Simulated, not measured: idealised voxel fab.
Process module heading - voxel spacer lines
The cross-section on display is named cut; it measures 150 nm wide, and its cells are 5 nm squares.
In this document a cross-section is written as a grid of square cells. It is given as a series of bands, listed from the top down, and a band is one or more rows of cells.
A band entry consists of two parts. The first gives the height of the band's top and the height of its bottom, in nm. The rest lists the band's materials from left to right, each with its width in nm. A single material labelled with the word "full width" fills the band from edge to edge, and the word "air" marks empty space.
Beneath 0, the wafer as received is one material, and that level is where height counting begins. The lowest band goes on downward without a bottom; it is written like "0 -> down".
The width entry "30 to 40" should be interpreted row by row: the top row of cells in the band takes the first number, the bottom row takes the second number, and the change between adjacent rows is uniform throughout.
"no change occurred" (step): cross-section cells unchanged, all of them.
"Completely enclosed voids" means: voids of 8 cells or more that are shut off from the top with no open way through. Written width x height at distance, distance from the left edge, in nm.
Read whatever lies past the settings on a step's line as the simulator's own remark about the step.
Each step line may optionally specify "overlay nm", which for a step with a mask gives the rightward distance between the mask's planned place and where it lay, a negative value indicating the leftward direction.

BELOW IS THE LIST OF PLANNED PROCESS STEPS
step 1: RECEIVE (material Si)
step 2: CONFORMAL_DEP (material Al2O3; thk nm 5)
step 3: DIRECTIONAL_DEP (material W; thk nm 10)
step 4: DIRECTIONAL_DEP (material polySi; thk nm 20)
step 5: PATTERN (tone cover; mask id MANDREL; material resist; width nm 15; pitch nm 50; thk nm 25; overlay nm 0)
step 6: DIRECTIONAL_ETCH (etch materials polySi; depth nm 20)
step 7: STRIP (etch materials resist)
step 8: CONFORMAL_DEP (material SiN; thk nm 10)
step 9: DIRECTIONAL_ETCH (etch materials SiN; depth nm 10)
step 10: STRIP (etch materials polySi)
step 11: DIRECTIONAL_ETCH (etch materials W; depth nm 10)
step 12: STRIP (etch materials SiN)
step 13: FILL_DEP (material SiO2; thk nm 5)
step 14: CMP (height nm 15)

THE FIRST WAFER OF TWO, PROCESSED AS PLANNED

WAFER CROSS-SECTION ON RECEIPT, I.E. AFTER STEP 1
	0 -> down = Si full width
	Completely enclosed voids: none

TAKE A LOOK AT THE WAFER'S CROSS-SECTION AFTER STEP 2
	5 -> 0 = Al2O3 full width
	Unchanged below 0.

TAKE A LOOK AT THE WAFER'S CROSS-SECTION AFTER STEP 3
	15 -> 5 = W full width
	Unchanged below 5.

TAKE A LOOK AT THE WAFER'S CROSS-SECTION AFTER STEP 4
	35 -> 15 = polySi full width
	Unchanged below 15.

TAKE A LOOK AT THE WAFER'S CROSS-SECTION AFTER STEP 5
	60 -> 35 = air (40)  resist (15)  air (35)  resist (15)  air (45)
	Unchanged below 35.

TAKE A LOOK AT THE WAFER'S CROSS-SECTION AFTER STEP 6
	60 -> 35 = air (40)  resist (15)  air (35)  resist (15)  air (45)
	35 -> 15 = air (40)  polySi (15)  air (35)  polySi (15)  air (45)
	Unchanged below 15.

TAKE A LOOK AT THE WAFER'S CROSS-SECTION AFTER STEP 7
	35 -> 15 = air (40)  polySi (15)  air (35)  polySi (15)  air (45)
	Unchanged below 15.

TAKE A LOOK AT THE WAFER'S CROSS-SECTION AFTER STEP 8
	45 -> 35 = air (30)  SiN (35)  air (15)  SiN (35)  air (35)
	35 -> 25 = air (30)  SiN (10)  polySi (15)  SiN (10)  air (15)  SiN (10)  polySi (15)  SiN (10)  air (35)
	25 -> 15 = SiN (40)  polySi (15)  SiN (35)  polySi (15)  SiN (45)
	Unchanged below 15.

TAKE A LOOK AT THE WAFER'S CROSS-SECTION AFTER STEP 9
	35 -> 15 = air (30)  SiN (10)  polySi (15)  SiN (10)  air (15)  SiN (10)  polySi (15)  SiN (10)  air (35)
	Unchanged below 15.

TAKE A LOOK AT THE WAFER'S CROSS-SECTION AFTER STEP 10
	35 -> 15 = air (30)  SiN (10)  air (15)  SiN (10)  air (15)  SiN (10)  air (15)  SiN (10)  air (35)
	Unchanged below 15.

TAKE A LOOK AT THE WAFER'S CROSS-SECTION AFTER STEP 11
	35 -> 15 = air (30)  SiN (10)  air (15)  SiN (10)  air (15)  SiN (10)  air (15)  SiN (10)  air (35)
	15 -> 5 = air (30)  W (10)  air (15)  W (10)  air (15)  W (10)  air (15)  W (10)  air (35)
	Unchanged below 5.

TAKE A LOOK AT THE WAFER'S CROSS-SECTION AFTER STEP 12
	15 -> 5 = air (30)  W (10)  air (15)  W (10)  air (15)  W (10)  air (15)  W (10)  air (35)
	Unchanged below 5.

TAKE A LOOK AT THE WAFER'S CROSS-SECTION AFTER STEP 13
	20 -> 15 = SiO2 full width
	15 -> 5 = SiO2 (30)  W (10)  SiO2 (15)  W (10)  SiO2 (15)  W (10)  SiO2 (15)  W (10)  SiO2 (35)
	Unchanged below 5.

TAKE A LOOK AT THE WAFER'S CROSS-SECTION AFTER STEP 14
	15 -> 5 = SiO2 (30)  W (10)  SiO2 (15)  W (10)  SiO2 (15)  W (10)  SiO2 (15)  W (10)  SiO2 (35)
	Unchanged below 5.

THE SECOND WAFER BEGAN EXACTLY AS THE FIRST DID AND FOLLOWED THE SAME PLAN, BUT ONE MISTAKE WAS MADE WHILE RUNNING IT; THROUGH STEP 1 INCLUSIVE, THE TWO WAFERS ARE IDENTICAL

Second wafer, cross-section, planned end of step 2: no change occurred

SECOND WAFER, CROSS-SECTION, PLANNED END OF STEP 3
	10 -> 0 = W full width
	Unchanged below 0.

SECOND WAFER, CROSS-SECTION, PLANNED END OF STEP 4
	30 -> 10 = polySi full width
	Unchanged below 10.

SECOND WAFER, CROSS-SECTION, PLANNED END OF STEP 5
	55 -> 30 = air (40)  resist (15)  air (35)  resist (15)  air (45)
	Unchanged below 30.

SECOND WAFER, CROSS-SECTION, PLANNED END OF STEP 6
	55 -> 30 = air (40)  resist (15)  air (35)  resist (15)  air (45)
	30 -> 10 = air (40)  polySi (15)  air (35)  polySi (15)  air (45)
	Unchanged below 10.

SECOND WAFER, CROSS-SECTION, PLANNED END OF STEP 7
	30 -> 10 = air (40)  polySi (15)  air (35)  polySi (15)  air (45)
	Unchanged below 10.

SECOND WAFER, CROSS-SECTION, PLANNED END OF STEP 8
	40 -> 30 = air (30)  SiN (35)  air (15)  SiN (35)  air (35)
	30 -> 20 = air (30)  SiN (10)  polySi (15)  SiN (10)  air (15)  SiN (10)  polySi (15)  SiN (10)  air (35)
	20 -> 10 = SiN (40)  polySi (15)  SiN (35)  polySi (15)  SiN (45)
	Unchanged below 10.

SECOND WAFER, CROSS-SECTION, PLANNED END OF STEP 9
	30 -> 10 = air (30)  SiN (10)  polySi (15)  SiN (10)  air (15)  SiN (10)  polySi (15)  SiN (10)  air (35)
	Unchanged below 10.

SECOND WAFER, CROSS-SECTION, PLANNED END OF STEP 10
	30 -> 10 = air (30)  SiN (10)  air (15)  SiN (10)  air (15)  SiN (10)  air (15)  SiN (10)  air (35)
	Unchanged below 10.

SECOND WAFER, CROSS-SECTION, PLANNED END OF STEP 11
	30 -> 10 = air (30)  SiN (10)  air (15)  SiN (10)  air (15)  SiN (10)  air (15)  SiN (10)  air (35)
	10 -> 0 = air (30)  W (10)  air (15)  W (10)  air (15)  W (10)  air (15)  W (10)  air (35)
	Unchanged below 0.

SECOND WAFER, CROSS-SECTION, PLANNED END OF STEP 12
	10 -> 0 = air (30)  W (10)  air (15)  W (10)  air (15)  W (10)  air (15)  W (10)  air (35)
	Unchanged below 0.

SECOND WAFER, CROSS-SECTION, PLANNED END OF STEP 13
	15 -> 10 = SiO2 full width
	10 -> 0 = SiO2 (30)  W (10)  SiO2 (15)  W (10)  SiO2 (15)  W (10)  SiO2 (15)  W (10)  SiO2 (35)
	Unchanged below 0.

Second wafer, cross-section, planned end of step 14: no change occurred
The mistake made against the process plan was this: step 2 was dropped from the plan's execution and never run
Wafer comparison, final, in cells, second relative to first, materials more or fewer: Al2O3 -30, SiO2 +30
